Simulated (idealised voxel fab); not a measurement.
This section sets out a process module, namely voxel transistor to metal.
It is cross-section cut that appears here, measuring 160 nm in width, its square cells being 5 nm in size.
Format of a cross-section: grid, square cells. Given as bands. Order: top down. Band: one or more rows of cells.
In this notation a band is specified by the heights of its top and bottom, in that order and in nm, after which its materials appear from left to right, each paired with its width in nm. The word "throughout" attached to a single material means that material fills the band from edge to edge; the word "empty" stands for empty space.
Height datum 0, below which the as-received substrate wafer is one material. Lowest band open at the bottom, running downward: "top 0, no bottom".
A width given as "30 to 40" starts at the first number in the band's top row and ends at the second number in its bottom row, shifting by an equal amount at every step from row to row.
What does "nothing was modified" mean for a step? It means no cell of the cross-section changed in that step.
"closed voids" - sealed voids, min. 8 cells, no opening to top; format: width x height at distance (distance from left edge; nm throughout).
Anything after a step's settings on that line? It's the simulator's own note about the step.
overlay nm: on a step with a mask, how far right of its planned place the mask lay; negative means left.
STEPS PLANNED FOR THE PROCESS
1. RECEIVE, material Si
2. OXIDIZE, depth nm 5
3. CONFORMAL_DEP, material SiN, thk nm 15
4. PATTERN, tone cover, mask id ACTIVE, material resist, width nm 120, thk nm 15, overlay nm 0
5. DIRECTIONAL_ETCH, etch materials SiN, depth nm 15
6. DIRECTIONAL_ETCH, etch materials SiO2, depth nm 5
7. DIRECTIONAL_ETCH, etch materials Si, depth nm 35
8. STRIP, etch materials resist
9. OXIDIZE, depth nm 5
10. FILL_DEP, material SiO2, thk nm 5
11. CMP, height nm 15
12. SELECTIVE_ETCH, etch materials SiO2, depth nm 5
13. STRIP, etch materials SiN
14. SELECTIVE_ETCH, etch materials SiO2, depth nm 5
15. OXIDIZE, depth nm 5
16. DIRECTIONAL_DEP, material polySi, thk nm 20
17. DIRECTIONAL_DEP, material SiCN, thk nm 10
18. MASKED_ETCH, tone cover, mask id GATE, width nm 30, etch materials SiCN, depth nm 20, overlay nm 0
19. MASKED_ETCH, tone cover, mask id GATE, width nm 30, etch materials polySi, depth nm 30, overlay nm 0
20. CONFORMAL_DEP, material SiO2, thk nm 5
21. DIRECTIONAL_ETCH, etch materials SiO2, depth nm 5
22. CONFORMAL_DEP, material SiN, thk nm 5
23. DIRECTIONAL_ETCH, etch materials SiN, depth nm 5
24. DIRECTIONAL_ETCH, etch materials SiO2, depth nm 5
25. DIRECTIONAL_ETCH, etch materials Si, depth nm 15
26. EPI, material SiGe, thk nm 20
27. FILL_DEP, material SiO2, thk nm 10
28. CMP, height nm 15
29. STRIP, etch materials polySi
30. SELECTIVE_ETCH, etch materials SiO2, depth nm 5
31. CONFORMAL_DEP, material HfO2, thk nm 5
32. CONFORMAL_DEP, material TiN, thk nm 5
33. FILL_DEP, material W, thk nm 10
34. CMP, height nm 10
35. DIRECTIONAL_DEP, material SiO2, thk nm 10
36. PATTERN, tone open, mask id CONTACT, material resist, width nm 20, pitch nm 90, thk nm 15, overlay nm 0
37. DIRECTIONAL_ETCH, etch materials SiO2, depth nm 25
38. STRIP, etch materials resist
39. CONFORMAL_DEP, material TiN, thk nm 5
40. FILL_DEP, material W, thk nm 5
41. CMP, height nm 20
42. DIRECTIONAL_DEP, material TiN, thk nm 5
43. DIRECTIONAL_DEP, material W, thk nm 20
44. PATTERN, tone cover, mask id METAL_1, material resist, width nm 20, pitch nm 90, thk nm 20, overlay nm 0
45. DIRECTIONAL_ETCH, etch materials W, depth nm 20
46. DIRECTIONAL_ETCH, etch materials TiN, depth nm 5
47. STRIP, etch materials resist
48. CONFORMAL_DEP, material SiN, thk nm 5
49. FILL_DEP, material SiO2, thk nm 10
50. CMP, height nm 45
51. CONFORMAL_DEP, material SiCN, thk nm 5
52. DIRECTIONAL_DEP, material SiO2, thk nm 35
53. PATTERN, tone open, mask id METAL_2_HOLES, material resist, width nm 15, pitch nm 90, thk nm 20, overlay nm 0
54. DIRECTIONAL_ETCH, etch materials SiO2, depth nm 35
55. STRIP, etch materials resist
56. PATTERN, tone open, mask id METAL_2, material resist, width nm 20, pitch nm 90, thk nm 15, overlay nm 0
57. DIRECTIONAL_ETCH, etch materials SiO2, depth nm 20
58. DIRECTIONAL_ETCH, etch materials SiCN, depth nm 5
59. STRIP, etch materials resist
60. CONFORMAL_DEP, material TiN, thk nm 5
61. FILL_DEP, material Cu, thk nm 10
62. CMP, height nm 85
63. CONFORMAL_DEP, material SiCN, thk nm 5
WAFER AT RECEIPT (POST STEP 1), CROSS-SECTION
* top 0, no bottom = Si throughout
* closed voids: none
FIRST WAFER AT THE END, AS PLANNED
* top 90, bottom 85 = SiCN throughout
* top 85, bottom 70 = 25 SiO2 | 5 TiN | 10 Cu | 5 TiN | 70 SiO2 | 5 TiN | 10 Cu | 5 TiN | 25 SiO2
* top 70, bottom 65 = 25 SiO2 | 5 TiN | 5 Cu | 10 TiN | 70 SiO2 | 5 TiN | 5 Cu | 10 TiN | 25 SiO2
* top 65, bottom 50 = 25 SiO2 | 5 TiN | 5 Cu | 5 TiN | 75 SiO2 | 5 TiN | 5 Cu | 5 TiN | 30 SiO2
* top 50, bottom 45 = 25 SiCN | 15 TiN | 75 SiCN | 15 TiN | 30 SiCN
* top 45, bottom 25 = 20 SiO2 | 5 SiN | 20 W | 5 SiN | 60 SiO2 | 5 SiN | 20 W | 5 SiN | 20 SiO2
* top 25, bottom 20 = 25 SiN | 20 TiN | 70 SiN | 20 TiN | 25 SiN
* top 20, bottom 15 = 25 SiO2 | 5 TiN | 10 W | 5 TiN | 70 SiO2 | 5 TiN | 10 W | 5 TiN | 25 SiO2
* top 15, bottom 10 = 25 SiO2 | 20 TiN | 70 SiO2 | 20 TiN | 25 SiO2
* top 10, bottom 5 = 25 SiO2 | 10 TiN | 20 SiGe | 5 SiN | 5 HfO2 | 5 TiN | 20 W | 5 TiN | 5 HfO2 | 5 SiN | 20 SiGe | 10 TiN | 25 SiO2
* top 5, bottom 0 = 20 SiO2 | 5 SiN | 10 TiN | 20 SiGe | 5 SiN | 5 HfO2 | 5 TiN | 20 W | 5 TiN | 5 HfO2 | 5 SiN | 20 SiGe | 10 TiN | 5 SiN | 20 SiO2
* top 0, bottom -5 = 20 SiO2 | 5 SiN | 10 TiN | 20 SiGe | 5 SiN | 5 HfO2 | 30 TiN | 5 HfO2 | 5 SiN | 20 SiGe | 10 TiN | 5 SiN | 20 SiO2
* top -5, bottom -10 = 25 SiO2 | 30 SiGe | 5 SiO2 | 40 HfO2 | 5 SiO2 | 30 SiGe | 25 SiO2
* top -10, bottom -25 = 25 SiO2 | 30 SiGe | 50 Si | 30 SiGe | 25 SiO2
* top -25, bottom -45 = 25 SiO2 | 110 Si | 25 SiO2
* top -45, no bottom = Si throughout
* closed voids: none
SECOND WAFER THROUGH THE MODULE, SECTIONED AT THE END: SAME BEGINNING AND SAME PLAN AS THE FIRST WAFER, WITH ONE MISTAKE IN CARRYING IT OUT
* top 90, bottom 85 = SiCN throughout
* top 85, bottom 70 = 25 SiO2 | 5 TiN | 10 Cu | 5 TiN | 70 SiO2 | 5 TiN | 10 Cu | 5 TiN | 25 SiO2
* top 70, bottom 65 = 25 SiO2 | 5 TiN | 5 Cu | 10 TiN | 70 SiO2 | 5 TiN | 5 Cu | 10 TiN | 25 SiO2
* top 65, bottom 50 = 25 SiO2 | 5 TiN | 5 Cu | 5 TiN | 75 SiO2 | 5 TiN | 5 Cu | 5 TiN | 30 SiO2
* top 50, bottom 45 = 25 SiCN | 15 TiN | 75 SiCN | 15 TiN | 30 SiCN
* top 45, bottom 25 = 20 SiO2 | 5 SiN | 20 W | 5 SiN | 60 SiO2 | 5 SiN | 20 W | 5 SiN | 20 SiO2
* top 25, bottom 20 = 25 SiN | 20 TiN | 70 SiN | 20 TiN | 25 SiN
* top 20, bottom 15 = 25 SiO2 | 5 TiN | 10 W | 5 TiN | 70 SiO2 | 5 TiN | 10 W | 5 TiN | 25 SiO2
* top 15, bottom 10 = 25 SiO2 | 20 TiN | 70 SiO2 | 20 TiN | 25 SiO2
* top 10, bottom 5 = 15 SiO2 | 40 SiGe | 5 SiN | 5 HfO2 | 5 TiN | 20 W | 5 TiN | 5 HfO2 | 5 SiN | 40 SiGe | 15 SiO2
* top 5, bottom 0 = 15 SiO2 | 5 SiGe | 5 SiN | 30 SiGe | 5 SiN | 5 HfO2 | 5 TiN | 20 W | 5 TiN | 5 HfO2 | 5 SiN | 30 SiGe | 5 SiN | 5 SiGe | 15 SiO2
* top 0, bottom -5 = 20 SiO2 | 5 SiN | 30 SiGe | 5 SiN | 5 HfO2 | 30 TiN | 5 HfO2 | 5 SiN | 30 SiGe | 5 SiN | 20 SiO2
* top -5, bottom -10 = 25 SiO2 | 30 SiGe | 5 SiO2 | 40 HfO2 | 5 SiO2 | 30 SiGe | 25 SiO2
* top -10, bottom -25 = 25 SiO2 | 30 SiGe | 50 Si | 30 SiGe | 25 SiO2
* top -25, bottom -45 = 25 SiO2 | 110 Si | 25 SiO2
* top -45, no bottom = Si throughout
* closed voids: none
Against the plan, the run slipped here: plan step 26 was conducted twice
Wafer comparison, final, in cells, second relative to first, materials more or fewer: SiGe: 18 more; SiO2: 6 fewer; TiN: 12 fewer
